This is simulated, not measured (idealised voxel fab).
process module | voxel wiring stack
cross-section cut | 215 nm wide | cells 5 nm
A cross-section is a grid of square cells, given in bands from the top down. A band is one or more rows of cells.
Each band's line starts with the height of the band's top and of its bottom, in nm. Then come its materials from left to right, each with its width in nm. One material with "throughout" fills the band from edge to edge. "air" is empty space.
Height 0 is the level under which the wafer as received is all one material. The lowest band goes on downwards, as in "0 down".
A width such as "30 to 40" changes by the same amount from each row of cells to the next, from the band's top row to its bottom row.
"no change" after a step means that no cell of the cross-section changed.
closed voids: empty space of 8 cells or more with no open way to the top, each as width x height at its distance from the left edge, in nm
after a step's settings: what the simulator itself notes on the step
overlay nm, on a step with a mask: how far to the right of its planned place the mask lay; to the left if negative
plan
1 op RECEIVE | material Si
2 op CONFORMAL_DEP | material SiO2 | thk nm 15
3 op CONFORMAL_DEP | material SiN | thk nm 5
4 op DIRECTIONAL_DEP | material lowk | thk nm 15
5 op MASKED_ETCH | tone open | mask id METAL_1 | width nm 25 | pitch nm 45 | etch materials lowk | depth nm 15 | overlay nm 0
6 op MASKED_ETCH | tone open | mask id METAL_1 | width nm 25 | pitch nm 45 | etch materials SiN | depth nm 5 | overlay nm 0
7 op CONFORMAL_DEP | material TiN | thk nm 5
8 op FILL_DEP | material Cu | thk nm 5
9 op CMP | height nm 35
10 op CONFORMAL_DEP | material SiCN | thk nm 5
11 op DIRECTIONAL_DEP | material SiO2 | thk nm 25
12 op DIRECTIONAL_DEP | material aC | thk nm 10
13 op PATTERN | tone open | mask id METAL_2_HOLES | material resist | width nm 15 | pitch nm 45 | thk nm 25 | overlay nm 0
14 op DIRECTIONAL_ETCH | etch materials aC | depth nm 10
15 op STRIP | etch materials resist
16 op DIRECTIONAL_ETCH | etch materials SiO2 | depth nm 25
17 op STRIP | etch materials aC
18 op MASKED_ETCH | tone open | mask id METAL_2 | width nm 25 | pitch nm 45 | etch materials SiO2 | depth nm 15 | overlay nm 0
19 op MASKED_ETCH | tone open | mask id METAL_2 | width nm 25 | pitch nm 45 | etch materials SiCN | depth nm 5 | overlay nm 0
20 op CONFORMAL_DEP | material TiN | thk nm 5
21 op FILL_DEP | material Ru | thk nm 10
22 op CMP | height nm 65
23 op CONFORMAL_DEP | material SiCN | thk nm 5
24 op DIRECTIONAL_DEP | material SiO2 | thk nm 15
25 op MASKED_ETCH | tone open | mask id PLUG_2 | width nm 15 | etch materials SiO2 | depth nm 15 | overlay nm 0
26 op MASKED_ETCH | tone open | mask id PLUG_2 | width nm 15 | etch materials SiCN | depth nm 5 | overlay nm 0
27 op EPI | material Ru | thk nm 10
28 op EPI | material Ru | thk nm 10
29 op DIRECTIONAL_DEP | material TiN | thk nm 5
30 op DIRECTIONAL_DEP | material Ru | thk nm 20
31 op DIRECTIONAL_DEP | material aC | thk nm 10
32 op PATTERN | tone cover | mask id METAL_3 | material resist | width nm 25 | pitch nm 45 | thk nm 25 | overlay nm 0
33 op DIRECTIONAL_ETCH | etch materials aC | depth nm 10
34 op STRIP | etch materials resist
35 op DIRECTIONAL_ETCH | etch materials Ru | depth nm 20
36 op DIRECTIONAL_ETCH | etch materials TiN | depth nm 5
37 op STRIP | etch materials aC
38 op FILL_DEP | material SiO2 | thk nm 5
39 op CMP | height nm 110
40 op CONFORMAL_DEP | material SiCN | thk nm 5
41 op DIRECTIONAL_DEP | material lowk | thk nm 25
42 op MASKED_ETCH | tone open | mask id METAL_4 | width nm 25 | pitch nm 45 | etch materials lowk | depth nm 15 | overlay nm 0
43 op DIRECTIONAL_DEP | material aC | thk nm 15
44 op PATTERN | tone open | mask id METAL_4_HOLES | material resist | width nm 15 | thk nm 35 | overlay nm 0
45 op DIRECTIONAL_ETCH | etch materials aC | depth nm 15
46 op STRIP | etch materials resist
47 op DIRECTIONAL_ETCH | etch materials lowk | depth nm 10
48 op DIRECTIONAL_ETCH | etch materials SiCN | depth nm 5
49 op STRIP | etch materials aC
50 op CONFORMAL_DEP | material TiN | thk nm 5
51 op FILL_DEP | material Cu | thk nm 10
52 op CMP | height nm 140
53 op CONFORMAL_DEP | material SiCN | thk nm 5
as received, after step 1
  0 down: Si throughout
  closed voids: none
a wafer at the end: this start, this plan, one mistake
  145 to 140: SiCN throughout
  140 to 130: lowk 70 | TiN 5 | Cu 15 | TiN 5 | lowk 20 | TiN 5 | Cu 15 | TiN 5 | lowk 75
  130 to 125: lowk 70 | TiN 5 | Cu 5 | TiN 15 | lowk 20 | TiN 25 | lowk 75
  125 to 115: lowk 70 | TiN 5 | Cu 5 | TiN 5 | lowk 130
  115 to 110: SiCN 70 | TiN 15 | SiCN 130
  110 to 90: SiO2 70 | Ru 25 | SiO2 20 | Ru 25 | SiO2 75
  90 to 85: SiO2 70 | TiN 25 | SiO2 20 | TiN 25 | SiO2 75
  85 to 70: SiO2 70 | Ru 15 | SiO2 130
  70 to 65: SiCN 70 | Ru 15 | SiCN 130
  65 to 55: SiO2 70 | TiN 5 | Ru 15 | TiN 5 | SiO2 20 | TiN 5 | Ru 15 | TiN 5 | SiO2 75
  55 to 50: SiO2 70 | TiN 5 | Ru 5 | TiN 15 | SiO2 20 | TiN 5 | Ru 5 | TiN 15 | SiO2 75
  50 to 40: SiO2 70 | TiN 5 | Ru 5 | TiN 5 | SiO2 30 | TiN 5 | Ru 5 | TiN 5 | SiO2 85
  40 to 35: SiCN 70 | TiN 15 | SiCN 30 | TiN 15 | SiCN 85
  35 to 30: SiN 70 | TiN 25 | SiN 20 | TiN 25 | SiN 75
  30 to 0: SiO2 throughout
  0 down: Si throughout
  closed voids: none
what went wrong: step 2 was run twice
